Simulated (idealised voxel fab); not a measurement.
The process module that follows is named voxel fin reveal.
Cross-section cut: width 230 nm, square cells of 5 nm.
A cross-section is written here as square cells arranged in a grid, and it is given in bands from the top down, each band taking up one or more rows of cells. Read a band's entry like this: the first values are the height of its top and the height of its bottom in nm, and what follows is the sequence of materials from left to right, each with its width in nm. Note that "blank" is empty space, and that a single material marked "full width" reaches across the band from edge to edge. Below 0: as-received wafer, all one material; heights counted from there. Lowest band: no bottom, goes on down, written "top 0, no bottom". Think of "30..40" as a width that walks from the first number to the second as you go down the band, top row to bottom row, taking equal-sized steps from row to row. "stayed the same" for a step: no cell of the cross-section changed in that step. Each empty space that has no open way to the top and spans at least 8 cells appears under "Trapped void list" as width x height at distance, the distance counted from the left edge, all in nm. Formally, on a step line, whatever follows the settings is a remark that the simulator itself makes on the step. When a step includes a mask, the "overlay nm" setting on its line states how far to the right of its planned place that mask lay, and negative values state how far to the left.
PROCESS STEPS - PLAN
| 1 | RECEIVE,material Si |
| 2 | CONFORMAL_DEP,material SiN,thk nm 10 |
| 3 | PATTERN,tone cover,mask id FINS,material resist,width nm 15,pitch nm 35,thk nm 20,overlay nm 0 |
| 4 | DIRECTIONAL_ETCH,etch materials SiN,depth nm 10 |
| 5 | DIRECTIONAL_ETCH,etch materials Si,depth nm 40 |
| 6 | STRIP,etch materials resist |
| 7 | OXIDIZE,depth nm 5 |
| 8 | FILL_DEP,material SiO2,thk nm 15 |
| 9 | CMP,height nm 10 |
| 10 | SELECTIVE_ETCH,etch materials SiO2,depth nm 20 |
| 11 | STRIP,etch materials SiN |
| 12 | CONFORMAL_DEP,material SiO2,thk nm 5 |
FIRST WAFER, TWO IN TOTAL, RUN AS PLANNED
WAFER CROSS-SECTION ON RECEIPT, I.E. AFTER STEP 1
    top 0, no bottom: Si full width
    Trapped void list: none
CROSS-SECTIONAL REPRESENTATION OF THE WAFER AT THE CONCLUSION OF STEP 2
    top 10, bottom 0: SiN full width
    Rest of section, below 0: as before.
CROSS-SECTIONAL REPRESENTATION OF THE WAFER AT THE CONCLUSION OF STEP 3
    top 30, bottom 10: blank: 90; resist: 15; blank: 20; resist: 15; blank: 90
    Rest of section, below 10: as before.
CROSS-SECTIONAL REPRESENTATION OF THE WAFER AT THE CONCLUSION OF STEP 4
    top 30, bottom 10: blank: 90; resist: 15; blank: 20; resist: 15; blank: 90
    top 10, bottom 0: blank: 90; SiN: 15; blank: 20; SiN: 15; blank: 90
    Rest of section, below 0: as before.
CROSS-SECTIONAL REPRESENTATION OF THE WAFER AT THE CONCLUSION OF STEP 5
    top 30, bottom 10: blank: 90; resist: 15; blank: 20; resist: 15; blank: 90
    top 10, bottom 0: blank: 90; SiN: 15; blank: 20; SiN: 15; blank: 90
    top 0, bottom -40: blank: 90; Si: 15; blank: 20; Si: 15; blank: 90
    Rest of section, below -40: as before.
CROSS-SECTIONAL REPRESENTATION OF THE WAFER AT THE CONCLUSION OF STEP 6
    top 10, bottom 0: blank: 90; SiN: 15; blank: 20; SiN: 15; blank: 90
    Rest of section, below 0: as before.
CROSS-SECTIONAL REPRESENTATION OF THE WAFER AT THE CONCLUSION OF STEP 7
    top 10, bottom 0: blank: 90; SiN: 15; blank: 20; SiN: 15; blank: 90
    top 0, bottom -40: blank: 90; SiO2: 5; Si: 5; SiO2: 5; blank: 20; SiO2: 5; Si: 5; SiO2: 5; blank: 90
    top -40, bottom -45: SiO2: 95; Si: 5; SiO2: 30; Si: 5; SiO2: 95
    Rest of section, below -45: as before.
CROSS-SECTIONAL REPRESENTATION OF THE WAFER AT THE CONCLUSION OF STEP 8
    top 25, bottom 10: SiO2 full width
    top 10, bottom 0: SiO2: 90; SiN: 15; SiO2: 20; SiN: 15; SiO2: 90
    top 0, bottom -45: SiO2: 95; Si: 5; SiO2: 30; Si: 5; SiO2: 95
    Rest of section, below -45: as before.
CROSS-SECTIONAL REPRESENTATION OF THE WAFER AT THE CONCLUSION OF STEP 9
    top 10, bottom 0: SiO2: 90; SiN: 15; SiO2: 20; SiN: 15; SiO2: 90
    Rest of section, below 0: as before.
CROSS-SECTIONAL REPRESENTATION OF THE WAFER AT THE CONCLUSION OF STEP 10
    top 10, bottom 0: blank: 90; SiN: 15; blank: 20; SiN: 15; blank: 90
    top 0, bottom -10: blank: 95; Si: 5; blank: 30; Si: 5; blank: 95
    Rest of section, below -10: as before.
CROSS-SECTIONAL REPRESENTATION OF THE WAFER AT THE CONCLUSION OF STEP 11
    top 0, bottom -10: blank: 95; Si: 5; blank: 30; Si: 5; blank: 95
    Rest of section, below -10: as before.
CROSS-SECTIONAL REPRESENTATION OF THE WAFER AT THE CONCLUSION OF STEP 12
    top 5, bottom 0: blank: 90; SiO2: 15; blank: 20; SiO2: 15; blank: 90
    top 0, bottom -5: blank: 90; SiO2: 5; Si: 5; SiO2: 5; blank: 20; SiO2: 5; Si: 5; SiO2: 5; blank: 90
    top -5, bottom -45: SiO2: 95; Si: 5; SiO2: 30; Si: 5; SiO2: 95
    Rest of section, below -45: as before.
OKAY, SECOND WAFER. NOTHING DIFFERENT AT THE START, NOTHING DIFFERENT IN THE PLAN, JUST ONE MISTAKE SOMEWHERE IN THE RUNNING. AS FAR AS STEP 2, COUNTING THAT STEP, IT'S THE FIRST WAFER ALL OVER AGAIN
SECOND WAFER, SECTIONED VIEW, AT STEP 3'S PLANNED END TIME
    top 30, bottom 10: resist: 90; blank: 15; resist: 20; blank: 15; resist: 90
    Rest of section, below 10: as before.
SECOND WAFER, SECTIONED VIEW, AT STEP 4'S PLANNED END TIME
    top 30, bottom 10: resist: 90; blank: 15; resist: 20; blank: 15; resist: 90
    top 10, bottom 0: SiN: 90; blank: 15; SiN: 20; blank: 15; SiN: 90
    Rest of section, below 0: as before.
SECOND WAFER, SECTIONED VIEW, AT STEP 5'S PLANNED END TIME
    top 30, bottom 10: resist: 90; blank: 15; resist: 20; blank: 15; resist: 90
    top 10, bottom 0: SiN: 90; blank: 15; SiN: 20; blank: 15; SiN: 90
    top 0, bottom -40: Si: 90; blank: 15; Si: 20; blank: 15; Si: 90
    Rest of section, below -40: as before.
SECOND WAFER, SECTIONED VIEW, AT STEP 6'S PLANNED END TIME
    top 10, bottom 0: SiN: 90; blank: 15; SiN: 20; blank: 15; SiN: 90
    Rest of section, below 0: as before.
SECOND WAFER, SECTIONED VIEW, AT STEP 7'S PLANNED END TIME
    top 10, bottom 0: SiN: 90; blank: 15; SiN: 20; blank: 15; SiN: 90
    top 0, bottom -40: Si: 85; SiO2: 5; blank: 15; SiO2: 5; Si: 10; SiO2: 5; blank: 15; SiO2: 5; Si: 85
    top -40, bottom -45: Si: 85; SiO2: 25; Si: 10; SiO2: 25; Si: 85
    Rest of section, below -45: as before.
SECOND WAFER, SECTIONED VIEW, AT STEP 8'S PLANNED END TIME
    top 25, bottom 10: SiO2 full width
    top 10, bottom 0: SiN: 90; SiO2: 15; SiN: 20; SiO2: 15; SiN: 90
    top 0, bottom -45: Si: 85; SiO2: 25; Si: 10; SiO2: 25; Si: 85
    Rest of section, below -45: as before.
SECOND WAFER, SECTIONED VIEW, AT STEP 9'S PLANNED END TIME
    top 10, bottom 0: SiN: 90; SiO2: 15; SiN: 20; SiO2: 15; SiN: 90
    Rest of section, below 0: as before.
SECOND WAFER, SECTIONED VIEW, AT STEP 10'S PLANNED END TIME
    top 10, bottom 0: SiN: 90; blank: 15; SiN: 20; blank: 15; SiN: 90
    top 0, bottom -10: Si: 85; blank: 25; Si: 10; blank: 25; Si: 85
    Rest of section, below -10: as before.
SECOND WAFER, SECTIONED VIEW, AT STEP 11'S PLANNED END TIME
    top 0, bottom -10: Si: 85; blank: 25; Si: 10; blank: 25; Si: 85
    Rest of section, below -10: as before.
SECOND WAFER, SECTIONED VIEW, AT STEP 12'S PLANNED END TIME
    top 5, bottom 0: SiO2: 90; blank: 15; SiO2: 20; blank: 15; SiO2: 90
    top 0, bottom -5: Si: 85; SiO2: 5; blank: 15; SiO2: 5; Si: 10; SiO2: 5; blank: 15; SiO2: 5; Si: 85
    top -5, bottom -45: Si: 85; SiO2: 25; Si: 10; SiO2: 25; Si: 85
    Rest of section, below -45: as before.
What broke from the plan during processing? step 3: run off-plan, actual operation and settings PATTERN,tone open,mask id FINS,material resist,width nm 15,pitch nm 35,thk nm 20,overlay nm 0
Final cells, second wafer relative to first, materials higher or lower: 306 more of Si | 238 fewer of SiO2
